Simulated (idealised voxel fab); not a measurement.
The following is a process module called voxel air gaps.
This is section cut - it's 295 nm across, gridded in 5 nm square cells.
Cross-section spec: square-cell grid; bands listed top down; each band is one or more rows. Top, bottom (nm), then materials left to right with widths (nm); lone material tagged "edge to edge" fills the whole band edge to edge; "empty" = empty space. Heads up on the height convention: 0 is the point under which the incoming wafer is all one material, and the lowest band has no bottom, it just keeps going down, like "0 nm and below". Read "30->40" as a graded width: first number on top, second number at the bottom, same change between each pair of neighbouring rows. Where the words "changes: none" appear for a step, the cross-section shows no cell changed by that step; every cell remained as before. Heads up: "Sealed internal voids" only lists the empty pockets with no open path to the top that are 8 cells or more, and it writes them as width x height at distance, distance from the left edge, in nm. Heads up: the bit after the settings on a step's line is the simulator's remark on that step. "overlay nm" on a masked step: distance the mask lay right of its planned place, negative for left.
## Steps in the process plan
1,RECEIVE: material Si
2,CONFORMAL_DEP: material SiO2, thk nm 15
3,CONFORMAL_DEP: material SiN, thk nm 5
4,DIRECTIONAL_DEP: material lowk, thk nm 35
5,MASKED_ETCH: tone open, mask id LINES, width nm 20, pitch nm 50, etch materials lowk, depth nm 35, overlay nm 0
6,CONFORMAL_DEP: material TiN, thk nm 5
7,FILL_DEP: material Cu, thk nm 5
8,CMP: height nm 55
9,EPI: material Ru, thk nm 10
10,SELECTIVE_ETCH: etch materials lowk, depth nm 45
11,CONFORMAL_DEP: material SiN, thk nm 5
## The first wafer of two, processed as planned
## Cross-sectional view of the wafer in its as-received condition, corresponding to the state after step 1
- 0 nm and below | Si edge to edge
- Sealed internal voids: none
## Step 2 complete: cross-section through the wafer
- 15 nm to 0 nm | SiO2 edge to edge
- below 0: unchanged
## Step 3 complete: cross-section through the wafer
- 20 nm to 15 nm | SiN edge to edge
- below 15: unchanged
## Step 4 complete: cross-section through the wafer
- 55 nm to 20 nm | lowk edge to edge
- below 20: unchanged
## Step 5 complete: cross-section through the wafer
- 55 nm to 20 nm | 85 of lowk  20 of empty  30 of lowk  20 of empty  30 of lowk  20 of empty  90 of lowk
- below 20: unchanged
## Step 6 complete: cross-section through the wafer
- 60 nm to 55 nm | 90 of TiN  10 of empty  40 of TiN  10 of empty  40 of TiN  10 of empty  95 of TiN
- 55 nm to 25 nm | 85 of lowk  5 of TiN  10 of empty  5 of TiN  30 of lowk  5 of TiN  10 of empty  5 of TiN  30 of lowk  5 of TiN  10 of empty  5 of TiN  90 of lowk
- 25 nm to 20 nm | 85 of lowk  20 of TiN  30 of lowk  20 of TiN  30 of lowk  20 of TiN  90 of lowk
- below 20: unchanged
## Step 7 complete: cross-section through the wafer
- 65 nm to 60 nm | Cu edge to edge
- 60 nm to 55 nm | 90 of TiN  10 of Cu  40 of TiN  10 of Cu  40 of TiN  10 of Cu  95 of TiN
- 55 nm to 25 nm | 85 of lowk  5 of TiN  10 of Cu  5 of TiN  30 of lowk  5 of TiN  10 of Cu  5 of TiN  30 of lowk  5 of TiN  10 of Cu  5 of TiN  90 of lowk
- below 25: unchanged
## Step 8 complete: cross-section through the wafer
- 55 nm to 25 nm | 85 of lowk  5 of TiN  10 of Cu  5 of TiN  30 of lowk  5 of TiN  10 of Cu  5 of TiN  30 of lowk  5 of TiN  10 of Cu  5 of TiN  90 of lowk
- below 25: unchanged
## Step 9 complete: cross-section through the wafer
- 65 nm to 55 nm | 75 of empty  40 of Ru  10 of empty  40 of Ru  10 of empty  40 of Ru  80 of empty
- below 55: unchanged
## Step 10 complete: cross-section through the wafer
- 65 nm to 55 nm | 75 of empty  40 of Ru  10 of empty  40 of Ru  10 of empty  40 of Ru  80 of empty
- 55 nm to 25 nm | 85 of empty  5 of TiN  10 of Cu  5 of TiN  30 of empty  5 of TiN  10 of Cu  5 of TiN  30 of empty  5 of TiN  10 of Cu  5 of TiN  90 of empty
- 25 nm to 20 nm | 85 of empty  20 of TiN  30 of empty  20 of TiN  30 of empty  20 of TiN  90 of empty
- below 20: unchanged
## Step 11 complete: cross-section through the wafer
- 70 nm to 65 nm | 70 of empty  150 of SiN  75 of empty
- 65 nm to 55 nm | 70 of empty  5 of SiN  40 of Ru  10 of SiN  40 of Ru  10 of SiN  40 of Ru  5 of SiN  75 of empty
- 55 nm to 50 nm | 70 of empty  15 of SiN  5 of TiN  10 of Cu  5 of TiN  30 of SiN  5 of TiN  10 of Cu  5 of TiN  30 of SiN  5 of TiN  10 of Cu  5 of TiN  15 of SiN  75 of empty
- 50 nm to 25 nm | 80 of empty  5 of SiN  5 of TiN  10 of Cu  5 of TiN  5 of SiN  20 of empty  5 of SiN  5 of TiN  10 of Cu  5 of TiN  5 of SiN  20 of empty  5 of SiN  5 of TiN  10 of Cu  5 of TiN  5 of SiN  85 of empty
- 25 nm to 20 nm | 85 of SiN  20 of TiN  30 of SiN  20 of TiN  30 of SiN  20 of TiN  90 of SiN
- below 20: unchanged
- Sealed internal voids: 20 x 25 at 110; 20 x 25 at 160
## What follows concerns the second wafer, which started out like the first and was meant to follow the very same plan; one mistake crept in when it was run, but everything up to and including step 1 is the same as for the first wafer
## Cross-section of the second wafer when, according to plan, step 2 should have finished
- 5 nm to 0 nm | SiO2 edge to edge
- below 0: unchanged
## Cross-section of the second wafer when, according to plan, step 3 should have finished
- 10 nm to 5 nm | SiN edge to edge
- below 5: unchanged
## Cross-section of the second wafer when, according to plan, step 4 should have finished
- 45 nm to 10 nm | lowk edge to edge
- below 10: unchanged
## Cross-section of the second wafer when, according to plan, step 5 should have finished
- 45 nm to 10 nm | 85 of lowk  20 of empty  30 of lowk  20 of empty  30 of lowk  20 of empty  90 of lowk
- below 10: unchanged
## Cross-section of the second wafer when, according to plan, step 6 should have finished
- 50 nm to 45 nm | 90 of TiN  10 of empty  40 of TiN  10 of empty  40 of TiN  10 of empty  95 of TiN
- 45 nm to 15 nm | 85 of lowk  5 of TiN  10 of empty  5 of TiN  30 of lowk  5 of TiN  10 of empty  5 of TiN  30 of lowk  5 of TiN  10 of empty  5 of TiN  90 of lowk
- 15 nm to 10 nm | 85 of lowk  20 of TiN  30 of lowk  20 of TiN  30 of lowk  20 of TiN  90 of lowk
- below 10: unchanged
## Cross-section of the second wafer when, according to plan, step 7 should have finished
- 55 nm to 50 nm | Cu edge to edge
- 50 nm to 45 nm | 90 of TiN  10 of Cu  40 of TiN  10 of Cu  40 of TiN  10 of Cu  95 of TiN
- 45 nm to 15 nm | 85 of lowk  5 of TiN  10 of Cu  5 of TiN  30 of lowk  5 of TiN  10 of Cu  5 of TiN  30 of lowk  5 of TiN  10 of Cu  5 of TiN  90 of lowk
- below 15: unchanged
Cross-section of the second wafer when, according to plan, step 8 should have finished: changes: none
## Cross-section of the second wafer when, according to plan, step 9 should have finished
- 65 nm to 55 nm | Ru edge to edge
- below 55: unchanged
Cross-section of the second wafer when, according to plan, step 10 should have finished: changes: none
## Cross-section of the second wafer when, according to plan, step 11 should have finished
- 70 nm to 65 nm | SiN edge to edge
- below 65: unchanged
Against the plan, the run slipped here: step 2 off recipe, ran as CONFORMAL_DEP: material SiO2, thk nm 5
Count the cells at the end and the second wafer has more or fewer of some materials than the first: Cu +65; Ru +70; SiN -78; SiO2 -118; TiN +53; lowk +329
The closed voids present at the end amount to 2 for the first wafer and 0 for the second wafer.
